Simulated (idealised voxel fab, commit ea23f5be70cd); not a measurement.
process module | voxel transistor to metal
cross-section cut | 285 nm wide | cells 5 nm
A cross-section is a grid of square cells, given in bands from the top down. A band is one or more rows of cells.
Each band's line starts with the height of the band's top and of its bottom, in nm. Then come its materials from left to right, each with its width in nm. One material with "throughout" fills the band from edge to edge. "air" is empty space.
Height 0 is the level under which the wafer as received is all one material. The lowest band goes on downwards, as in "0 down".
A width such as "30 to 40" changes by the same amount from each row of cells to the next, from the band's top row to its bottom row.
"no change" after a step means that no cell of the cross-section changed.
closed voids: empty space of 8 cells or more with no open way to the top, each as width x height at its distance from the left edge, in nm
after a step's settings: what the simulator itself notes on the step
overlay nm, on a step with a mask: how far to the right of its planned place the mask lay; to the left if negative
plan
1 op RECEIVE | material Si
2 op OXIDIZE | depth nm 5
3 op CONFORMAL_DEP | material SiN | thk nm 15
4 op DIRECTIONAL_DEP | material aC | thk nm 15
5 op PATTERN | tone cover | mask id ACTIVE | material resist | width nm 100 | pitch nm 120 | thk nm 35 | overlay nm 0
6 op DIRECTIONAL_ETCH | etch materials aC | depth nm 15
7 op STRIP | etch materials resist
8 op DIRECTIONAL_ETCH | etch materials SiN | depth nm 15
9 op DIRECTIONAL_ETCH | etch materials SiO2 | depth nm 5
10 op DIRECTIONAL_ETCH | etch materials Si | depth nm 30
11 op STRIP | etch materials aC
12 op OXIDIZE | depth nm 5
13 op FILL_DEP | material SiO2 | thk nm 15
14 op CMP | height nm 15
15 op SELECTIVE_ETCH | etch materials SiO2 | depth nm 10
16 op STRIP | etch materials SiN
17 op SELECTIVE_ETCH | etch materials SiO2 | depth nm 5
18 op OXIDIZE | depth nm 5
19 op DIRECTIONAL_DEP | material polySi | thk nm 30
20 op DIRECTIONAL_DEP | material SiCN | thk nm 10
21 op MASKED_ETCH | tone cover | mask id GATE | width nm 30 | pitch nm 120 | etch materials SiCN | depth nm 20 | overlay nm 0
22 op MASKED_ETCH | tone cover | mask id GATE | width nm 30 | pitch nm 120 | etch materials polySi | depth nm 40 | overlay nm 0
23 op CONFORMAL_DEP | material SiO2 | thk nm 5
24 op DIRECTIONAL_ETCH | etch materials SiO2 | depth nm 5
25 op CONFORMAL_DEP | material SiN | thk nm 5
26 op DIRECTIONAL_ETCH | etch materials SiN | depth nm 5
27 op DIRECTIONAL_ETCH | etch materials SiO2 | depth nm 5
28 op DIRECTIONAL_ETCH | etch materials Si | depth nm 5
29 op EPI | material SiGe | thk nm 5
30 op FILL_DEP | material SiO2 | thk nm 10
31 op CMP | height nm 25
32 op STRIP | etch materials polySi
33 op SELECTIVE_ETCH | etch materials SiO2 | depth nm 5
34 op CONFORMAL_DEP | material HfO2 | thk nm 5
35 op CONFORMAL_DEP | material TiN | thk nm 5
36 op FILL_DEP | material W | thk nm 10
37 op CMP | height nm 20
38 op DIRECTIONAL_DEP | material SiO2 | thk nm 15
39 op PATTERN | tone open | mask id CONTACT | material resist | width nm 15 | thk nm 15 | overlay nm 0
40 op DIRECTIONAL_ETCH | etch materials SiO2 | depth nm 45
41 op STRIP | etch materials resist
42 op CONFORMAL_DEP | material TiN | thk nm 5
43 op FILL_DEP | material W | thk nm 5
44 op CMP | height nm 35
45 op DIRECTIONAL_DEP | material TiN | thk nm 5
46 op DIRECTIONAL_DEP | material Ru | thk nm 25
47 op MASKED_ETCH | tone cover | mask id METAL_1 | width nm 15 | etch materials Ru | depth nm 25 | overlay nm 0
48 op MASKED_ETCH | tone cover | mask id METAL_1 | width nm 15 | etch materials TiN | depth nm 5 | overlay nm 0
49 op FILL_DEP | material SiO2 | thk nm 5
50 op CMP | height nm 65
51 op CONFORMAL_DEP | material SiN | thk nm 5
as received, after step 1
  0 down: Si throughout
  closed voids: none
first wafer at the end, as planned
  70 to 65: SiN throughout
  65 to 40: SiO2 35 | Ru 15 | SiO2 60 | Ru 15 | SiO2 30 | Ru 15 | SiO2 60 | Ru 15 | SiO2 40
  40 to 35: SiO2 35 | TiN 15 | SiO2 60 | TiN 15 | SiO2 30 | TiN 15 | SiO2 60 | TiN 15 | SiO2 40
  35 to 20: SiO2 35 | TiN 5 | W 5 | TiN 5 | SiO2 60 | TiN 5 | W 5 | TiN 5 | SiO2 30 | TiN 5 | W 5 | TiN 5 | SiO2 60 | TiN 5 | W 5 | TiN 5 | SiO2 40
  20 to 0: SiO2 35 | TiN 5 | W 5 | TiN 5 | SiO2 5 | SiN 5 | HfO2 5 | TiN 5 | W 20 | TiN 5 | HfO2 5 | SiN 5 | SiO2 5 | TiN 5 | W 5 | TiN 5 | SiO2 30 | TiN 5 | W 5 | TiN 5 | SiO2 5 | SiN 5 | HfO2 5 | TiN 5 | W 20 | TiN 5 | HfO2 5 | SiN 5 | SiO2 5 | TiN 5 | W 5 | TiN 5 | SiO2 40
  0 to -5: SiO2 30 | SiN 5 | TiN 5 | W 5 | TiN 5 | SiO2 5 | SiN 5 | HfO2 5 | TiN 30 | HfO2 5 | SiN 5 | SiO2 5 | TiN 5 | W 5 | TiN 5 | SiN 5 | SiO2 20 | SiN 5 | TiN 5 | W 5 | TiN 5 | SiO2 5 | SiN 5 | HfO2 5 | TiN 30 | HfO2 5 | SiN 5 | SiO2 5 | TiN 5 | W 5 | TiN 5 | SiN 5 | SiO2 35
  -5 to -10: SiO2 35 | TiN 15 | SiGe 5 | SiO2 5 | HfO2 40 | SiO2 5 | SiGe 5 | TiN 15 | SiO2 30 | TiN 15 | SiGe 5 | SiO2 5 | HfO2 40 | SiO2 5 | SiGe 5 | TiN 15 | SiO2 40
  -10 to -15: SiO2 35 | SiGe 20 | Si 50 | SiGe 20 | SiO2 30 | SiGe 20 | Si 50 | SiGe 20 | SiO2 40
  -15 to -40: SiO2 35 | Si 90 | SiO2 30 | Si 90 | SiO2 40
  -40 down: Si throughout
  closed voids: none
second wafer at the end: like start, like plan, one mistake
  70 to 65: SiN throughout
  65 to 40: SiO2 35 | Ru 15 | SiO2 60 | Ru 15 | SiO2 30 | Ru 15 | SiO2 60 | Ru 15 | SiO2 40
  40 to 35: SiO2 35 | TiN 15 | SiO2 60 | TiN 15 | SiO2 30 | TiN 15 | SiO2 60 | TiN 15 | SiO2 40
  35 to 20: SiO2 35 | TiN 5 | W 5 | TiN 5 | SiO2 60 | TiN 5 | W 5 | TiN 5 | SiO2 30 | TiN 5 | W 5 | TiN 5 | SiO2 60 | TiN 5 | W 5 | TiN 5 | SiO2 40
  20 to 5: SiO2 35 | TiN 5 | W 5 | TiN 5 | SiO2 5 | SiN 5 | HfO2 5 | TiN 5 | W 20 | TiN 5 | HfO2 5 | SiN 5 | SiO2 5 | TiN 5 | W 5 | TiN 5 | SiO2 30 | TiN 5 | W 5 | TiN 5 | SiO2 5 | SiN 5 | HfO2 5 | TiN 5 | W 20 | TiN 5 | HfO2 5 | SiN 5 | SiO2 5 | TiN 5 | W 5 | TiN 5 | SiO2 40
  5 to 0: SiO2 35 | TiN 15 | SiO2 5 | SiN 5 | HfO2 5 | TiN 5 | W 20 | TiN 5 | HfO2 5 | SiN 5 | SiO2 5 | TiN 5 | W 5 | TiN 5 | SiO2 30 | TiN 15 | SiO2 5 | SiN 5 | HfO2 5 | TiN 5 | W 20 | TiN 5 | HfO2 5 | SiN 5 | SiO2 5 | TiN 5 | W 5 | TiN 5 | SiO2 40
  0 to -5: SiO2 35 | SiN 5 | TiN 10 | SiO2 5 | SiN 5 | HfO2 5 | TiN 30 | HfO2 5 | SiN 5 | SiO2 5 | TiN 5 | W 5 | TiN 5 | SiN 5 | SiO2 25 | SiN 5 | TiN 10 | SiO2 5 | SiN 5 | HfO2 5 | TiN 30 | HfO2 5 | SiN 5 | SiO2 5 | TiN 5 | W 5 | TiN 5 | SiN 5 | SiO2 35
  -5 to -10: SiO2 40 | TiN 10 | SiGe 5 | SiO2 5 | HfO2 40 | SiO2 5 | SiGe 5 | TiN 15 | SiO2 35 | TiN 10 | SiGe 5 | SiO2 5 | HfO2 40 | SiO2 5 | SiGe 5 | TiN 15 | SiO2 40
  -10 to -15: SiO2 40 | SiGe 15 | Si 50 | SiGe 20 | SiO2 35 | SiGe 15 | Si 50 | SiGe 20 | SiO2 40
  -15 to -40: SiO2 40 | Si 85 | SiO2 35 | Si 85 | SiO2 40
  -40 down: Si throughout
  closed voids: none
what went wrong: step 5 ran as: op PATTERN | tone cover | mask id ACTIVE | material resist | width nm 95 | pitch nm 120 | thk nm 35 | overlay nm 0
at the end the second wafer has, in cells: 10 fewer of Si | 2 fewer of SiGe | 16 more of SiO2 | 4 fewer of W
